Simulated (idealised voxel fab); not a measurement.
process module | voxel wiring stack
cross-section cut | 255 nm wide | cells 5 nm
A cross-section is a grid of square cells, given in bands from the top down. A band is one or more rows of cells.
Each band's line starts with the height of the band's top and of its bottom, in nm. Then come its materials from left to right, each with its width in nm. One material with "throughout" fills the band from edge to edge. "air" is empty space.
Height 0 is the level under which the wafer as received is all one material. The lowest band goes on downwards, as in "0 down".
A width such as "30 to 40" changes by the same amount from each row of cells to the next, from the band's top row to its bottom row.
"no change" after a step means that no cell of the cross-section changed.
closed voids: empty space of 8 cells or more with no open way to the top, each as width x height at its distance from the left edge, in nm
after a step's settings: what the simulator itself notes on the step
overlay nm, on a step with a mask: how far to the right of its planned place the mask lay; to the left if negative
plan
1 op RECEIVE | material Si
2 op CONFORMAL_DEP | material SiO2 | thk nm 15
3 op CONFORMAL_DEP | material SiN | thk nm 5
4 op DIRECTIONAL_DEP | material SiO2 | thk nm 15
5 op DIRECTIONAL_DEP | material aC | thk nm 15
6 op PATTERN | tone open | mask id METAL_1 | material resist | width nm 20 | pitch nm 35 | thk nm 35 | overlay nm 0
7 op DIRECTIONAL_ETCH | etch materials aC | depth nm 15
8 op STRIP | etch materials resist
9 op DIRECTIONAL_ETCH | etch materials SiO2 | depth nm 15
10 op DIRECTIONAL_ETCH | etch materials SiN | depth nm 5
11 op STRIP | etch materials aC
12 op CONFORMAL_DEP | material TiN | thk nm 5
13 op FILL_DEP | material W | thk nm 10
14 op CMP | height nm 35
15 op CONFORMAL_DEP | material SiCN | thk nm 5
16 op DIRECTIONAL_DEP | material SiO2 | thk nm 15
17 op PATTERN | tone open | mask id PLUG_1 | material resist | width nm 15 | pitch nm 70 | thk nm 20 | overlay nm 0
18 op DIRECTIONAL_ETCH | etch materials SiO2 | depth nm 15
19 op DIRECTIONAL_ETCH | etch materials SiCN | depth nm 5
20 op STRIP | etch materials resist
21 op CONFORMAL_DEP | material TiN | thk nm 5
22 op FILL_DEP | material Ru | thk nm 10
23 op CMP | height nm 55
24 op DIRECTIONAL_DEP | material TiN | thk nm 5
25 op DIRECTIONAL_DEP | material Ru | thk nm 15
26 op MASKED_ETCH | tone cover | mask id METAL_2 | width nm 20 | pitch nm 35 | etch materials Ru | depth nm 15 | overlay nm 0
27 op MASKED_ETCH | tone cover | mask id METAL_2 | width nm 20 | pitch nm 35 | etch materials TiN | depth nm 5 | overlay nm 0
28 op FILL_DEP | material SiO2 | thk nm 5
29 op CMP | height nm 75
30 op CONFORMAL_DEP | material SiCN | thk nm 5
31 op DIRECTIONAL_DEP | material SiO2 | thk nm 30
32 op DIRECTIONAL_DEP | material aC | thk nm 10
33 op PATTERN | tone open | mask id METAL_3 | material resist | width nm 20 | pitch nm 35 | thk nm 30 | overlay nm 0
34 op DIRECTIONAL_ETCH | etch materials aC | depth nm 10
35 op STRIP | etch materials resist
36 op DIRECTIONAL_ETCH | etch materials SiO2 | depth nm 20
37 op STRIP | etch materials aC
38 op PATTERN | tone open | mask id METAL_3_HOLES | material resist | width nm 15 | pitch nm 70 | thk nm 20 | overlay nm 0
39 op DIRECTIONAL_ETCH | etch materials SiO2 | depth nm 10
40 op DIRECTIONAL_ETCH | etch materials SiCN | depth nm 5
41 op STRIP | etch materials resist
42 op CONFORMAL_DEP | material TiN | thk nm 5
43 op FILL_DEP | material Cu | thk nm 5
44 op CMP | height nm 110
45 op CONFORMAL_DEP | material SiN | thk nm 5
as received, after step 1
  0 down: Si throughout
  closed voids: none
a wafer at the end: this start, this plan, one mistake
  115 to 110: SiN throughout
  110 to 95: SiO2 65 | TiN 5 | Cu 10 | TiN 5 | SiO2 15 | TiN 5 | Cu 10 | TiN 5 | SiO2 15 | TiN 5 | Cu 10 | TiN 5 | SiO2 15 | TiN 5 | Cu 10 | TiN 5 | SiO2 65
  95 to 90: SiO2 65 | TiN 5 | Cu 5 | TiN 10 | SiO2 15 | TiN 20 | SiO2 15 | TiN 5 | Cu 5 | TiN 10 | SiO2 15 | TiN 20 | SiO2 65
  90 to 80: SiO2 65 | TiN 5 | Cu 5 | TiN 5 | SiO2 55 | TiN 5 | Cu 5 | TiN 5 | SiO2 105
  80 to 75: SiCN 65 | TiN 15 | SiCN 55 | TiN 15 | SiCN 105
  75 to 60: SiO2 65 | Ru 20 | SiO2 15 | Ru 20 | SiO2 15 | Ru 20 | SiO2 15 | Ru 20 | SiO2 65
  60 to 55: SiN throughout
  55 to 40: SiO2 65 | TiN 5 | Ru 5 | TiN 5 | SiO2 55 | TiN 5 | Ru 5 | TiN 5 | SiO2 105
  40 to 35: SiCN 65 | TiN 15 | SiCN 55 | TiN 15 | SiCN 105
  35 to 20: SiO2 65 | TiN 5 | W 10 | TiN 5 | SiO2 15 | TiN 5 | W 10 | TiN 5 | SiO2 15 | TiN 5 | W 10 | TiN 5 | SiO2 15 | TiN 5 | W 10 | TiN 5 | SiO2 65
  20 to 15: SiN 65 | TiN 20 | SiN 15 | TiN 20 | SiN 15 | TiN 20 | SiN 15 | TiN 20 | SiN 65
  15 to 0: SiO2 throughout
  0 down: Si throughout
  closed voids: none
what went wrong: step 24 ran as: op DIRECTIONAL_DEP | material SiN | thk nm 5
